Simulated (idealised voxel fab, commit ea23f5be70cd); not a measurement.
Module name: voxel air gaps (process module)
Each square cell in cross-section cut measures 5 nm, and the section as a whole is 170 nm wide.
Think of the cross-section as a grid of square cells. We describe it in bands, top to bottom, and each band covers one or more rows of those cells. Within each band entry, the heights of the top and of the bottom of the band appear first, in that order and in nm; the materials of the band then follow from left to right, each with its corresponding width in nm. The designation "everywhere" on a single material indicates that it fills the band from edge to edge; the designation "blank" indicates empty space. Zero point of the height axis is 0; under it, received wafer = one material. Lowest band: continues down indefinitely, "0 down". Quick explanation for "30->40": the width changes in equal steps down the rows of cells, from the first number in the band's top row to the second number in its bottom row. Step marked "changes: none"? Then no cell in the cross-section changed in it. Reported under the label "Voids lacking openings" are the empty spaces having no open way to the top and comprising 8 cells or more; the notation for each is width x height at distance, in which the distance is measured from the left edge and all three values are in nm. Whatever follows a step's settings on its line is a remark the simulator itself makes about that step. The setting "overlay nm" may be written on the line of a step. When the step uses a mask, the value reports how far to the right of the planned place the mask lay, and a negative value reports that it lay to the left.
The following list gives the planned process steps:
1: RECEIVE | material Si
2: CONFORMAL_DEP | material SiO2 | thk nm 15
3: CONFORMAL_DEP | material SiCN | thk nm 5
4: DIRECTIONAL_DEP | material SiO2 | thk nm 40
5: PATTERN | tone open | mask id LINES | material resist | width nm 15 | pitch nm 50 | thk nm 15 | overlay nm 0
6: DIRECTIONAL_ETCH | etch materials SiO2 | depth nm 40
7: STRIP | etch materials resist
8: CONFORMAL_DEP | material TiN | thk nm 5
9: FILL_DEP | material Cu | thk nm 5
10: CMP | height nm 60
11: EPI | material Ru | thk nm 10
12: SELECTIVE_ETCH | etch materials SiO2 | depth nm 50
13: CONFORMAL_DEP | material SiCN | thk nm 5
Among the wafers covered here, the point of difference is the width nm at step 5; their starting state is shared, and the plan presents the value of the first wafer.
As received, i.e. after step 1: cross-section through the first of several wafers:
- 0 down: Si everywhere
- Voids lacking openings: none
Depicted here is the first of several wafers in cross-section, at module completion following the last step, step 13:
- 75 to 70: blank (10)  SiCN (45)  blank (5)  SiCN (45)  blank (5)  SiCN (45)  blank (15)
- 70 to 60: blank (10)  SiCN (5)  Ru (35)  SiCN (5)  blank (5)  SiCN (5)  Ru (35)  SiCN (5)  blank (5)  SiCN (5)  Ru (35)  SiCN (5)  blank (15)
- 60 to 55: blank (10)  SiCN (15)  TiN (5)  Cu (5)  TiN (5)  SiCN (15)  blank (5)  SiCN (15)  TiN (5)  Cu (5)  TiN (5)  SiCN (15)  blank (5)  SiCN (15)  TiN (5)  Cu (5)  TiN (5)  SiCN (15)  blank (15)
- 55 to 25: blank (20)  SiCN (5)  TiN (5)  Cu (5)  TiN (5)  SiCN (5)  blank (25)  SiCN (5)  TiN (5)  Cu (5)  TiN (5)  SiCN (5)  blank (25)  SiCN (5)  TiN (5)  Cu (5)  TiN (5)  SiCN (5)  blank (25)
- 25 to 20: SiCN (25)  TiN (15)  SiCN (35)  TiN (15)  SiCN (35)  TiN (15)  SiCN (30)
- 20 to 15: SiCN everywhere
- 15 to 0: SiO2 everywhere
- 0 down: Si everywhere
- Voids lacking openings: none
Final wafer of several, shown in cross-section at the end of the module:
- 75 to 70: SiCN (165)  blank (5)
- 70 to 60: SiCN (5)  Ru (155)  SiCN (5)  blank (5)
- 60 to 55: SiCN (15)  TiN (5)  Cu (25)  TiN (5)  SiO2 (15)  TiN (5)  Cu (25)  TiN (5)  SiO2 (15)  TiN (5)  Cu (25)  TiN (5)  SiCN (15)  blank (5)
- 55 to 25: blank (10)  SiCN (5)  TiN (5)  Cu (25)  TiN (5)  SiO2 (15)  TiN (5)  Cu (25)  TiN (5)  SiO2 (15)  TiN (5)  Cu (25)  TiN (5)  SiCN (5)  blank (15)
- 25 to 20: SiCN (15)  TiN (35)  SiO2 (15)  TiN (35)  SiO2 (15)  TiN (35)  SiCN (20)
- 20 to 15: SiCN everywhere
- 15 to 0: SiO2 everywhere
- 0 down: Si everywhere
- Voids lacking openings: 10 x 30 at 0
Each row below is a wafer at the end of the module, listing for every material the number of cells it has gained (+) or lost (-) since it was received, followed by its closed voids:
width nm 15, +21 Cu, +42 Ru, +152 SiCN, +102 SiO2, +51 TiN, Voids lacking openings: none
width nm 20, +42 Cu, +48 Ru, +152 SiCN, +102 SiO2, +54 TiN, Voids lacking openings: 20 x 30 at 50; 20 x 30 at 100
width nm 25, +63 Cu, +54 Ru, +144 SiCN, +102 SiO2, +57 TiN, Voids lacking openings: 15 x 30 at 50; 15 x 30 at 100
width nm 30, +84 Cu, +60 Ru, +96 SiCN, +166 SiO2, +60 TiN, Voids lacking openings: none
width nm 35, +105 Cu, +62 Ru, +96 SiCN, +150 SiO2, +63 TiN, Voids lacking openings: 10 x 30 at 0
